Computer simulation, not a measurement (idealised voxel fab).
The process module presented herein is designated voxel wiring stack.
Section cut is 280 nm wide and gridded with 5 nm square cells.
In this document a cross-section is written as a grid of square cells. It is given as a series of bands, listed from the top down, and a band is one or more rows of cells.
Per band: top height and bottom height in nm, followed by the left-to-right materials and their widths in nm; "edge to edge" marks a single material spanning edge to edge, "air" marks empty space.
All heights in this document are referenced to 0, defined as the level beneath which the wafer, as received, consists entirely of one material. The lowest band is not bounded below; it extends indefinitely downward and is written in the form "0 and below".
A width such as "30..40" changes by the same amount from each row of cells to the next, from the band's top row to its bottom row.
"no modification" -> step changed no cross-section cell.
Heads up: "Closed void roster" only lists the empty pockets with no open path to the top that are 8 cells or more, and it writes them as width x height at distance, distance from the left edge, in nm.
Anything after a step's settings on that line? It's the simulator's own note about the step.
"overlay nm" answers the question of how far to the right of plan the mask lay on a step that has a mask, and when it is negative the answer is to the left.
**Planned step list for the process**
1. RECEIVE,material Si
2. CONFORMAL_DEP,material SiO2,thk nm 10
3. CONFORMAL_DEP,material SiN,thk nm 5
4. DIRECTIONAL_DEP,material lowk,thk nm 20
5. MASKED_ETCH,tone open,mask id METAL_1,width nm 20,pitch nm 50,etch materials lowk,depth nm 20,overlay nm 0
6. MASKED_ETCH,tone open,mask id METAL_1,width nm 20,pitch nm 50,etch materials SiN,depth nm 5,overlay nm 0
7. CONFORMAL_DEP,material TiN,thk nm 5
8. FILL_DEP,material W,thk nm 10
9. CMP,height nm 35
10. CONFORMAL_DEP,material SiCN,thk nm 5
11. DIRECTIONAL_DEP,material SiO2,thk nm 10
12. DIRECTIONAL_DEP,material aC,thk nm 15
13. PATTERN,tone open,mask id PLUG_1,material resist,width nm 15,pitch nm 50,thk nm 35,overlay nm 0
14. DIRECTIONAL_ETCH,etch materials aC,depth nm 15
15. STRIP,etch materials resist
16. DIRECTIONAL_ETCH,etch materials SiO2,depth nm 10
17. DIRECTIONAL_ETCH,etch materials SiCN,depth nm 5
18. STRIP,etch materials aC
19. EPI,material Ru,thk nm 10
20. EPI,material Ru,thk nm 5
21. DIRECTIONAL_DEP,material TiN,thk nm 5
22. DIRECTIONAL_DEP,material Ru,thk nm 25
23. DIRECTIONAL_DEP,material aC,thk nm 10
24. PATTERN,tone cover,mask id METAL_2,material resist,width nm 20,pitch nm 50,thk nm 25,overlay nm 0
25. DIRECTIONAL_ETCH,etch materials aC,depth nm 10
26. STRIP,etch materials resist
27. DIRECTIONAL_ETCH,etch materials Ru,depth nm 25
28. DIRECTIONAL_ETCH,etch materials TiN,depth nm 5
29. STRIP,etch materials aC
30. FILL_DEP,material lowk,thk nm 10
31. CMP,height nm 80
32. CONFORMAL_DEP,material SiN,thk nm 5
**Cross-section of the wafer upon arrival, representing the state reached after step 1**
* 0 and below: Si edge to edge
* Closed void roster: none
**Starting structure and process plan are as shown above, but one mistake was made in running the module; the wafer cross-section at the end of the module follows**
* 85 down to 80: SiN edge to edge
* 80 down to 55: 55 of lowk, then 20 of Ru, then 30 of lowk, then 20 of Ru, then 30 of lowk, then 20 of Ru, then 30 of lowk, then 20 of Ru, then 55 of lowk
* 55 down to 50: 55 of lowk, then 20 of TiN, then 30 of lowk, then 20 of TiN, then 30 of lowk, then 20 of TiN, then 30 of lowk, then 20 of TiN, then 55 of lowk
* 50 down to 40: 55 of SiO2, then 15 of Ru, then 35 of SiO2, then 15 of Ru, then 35 of SiO2, then 15 of Ru, then 35 of SiO2, then 15 of Ru, then 60 of SiO2
* 40 down to 35: 55 of SiCN, then 15 of Ru, then 35 of SiCN, then 15 of Ru, then 35 of SiCN, then 15 of Ru, then 35 of SiCN, then 15 of Ru, then 60 of SiCN
* 35 down to 20: 50 of lowk, then 5 of TiN, then 20 of W, then 5 of TiN, then 20 of lowk, then 5 of TiN, then 20 of W, then 5 of TiN, then 20 of lowk, then 5 of TiN, then 20 of W, then 5 of TiN, then 20 of lowk, then 5 of TiN, then 20 of W, then 5 of TiN, then 50 of lowk
* 20 down to 15: 50 of lowk, then 10 of TiN, then 10 of W, then 10 of TiN, then 20 of lowk, then 10 of TiN, then 10 of W, then 10 of TiN, then 20 of lowk, then 10 of TiN, then 10 of W, then 10 of TiN, then 20 of lowk, then 10 of TiN, then 10 of W, then 10 of TiN, then 50 of lowk
* 15 down to 10: 55 of SiN, then 20 of TiN, then 30 of SiN, then 20 of TiN, then 30 of SiN, then 20 of TiN, then 30 of SiN, then 20 of TiN, then 55 of SiN
* 10 down to 0: SiO2 edge to edge
* 0 and below: Si edge to edge
* Closed void roster: none
Finding, execution versus plan: step 5: run off-plan, actual operation and settings MASKED_ETCH,tone open,mask id METAL_1,width nm 30,pitch nm 50,etch materials lowk,depth nm 20,overlay nm 0
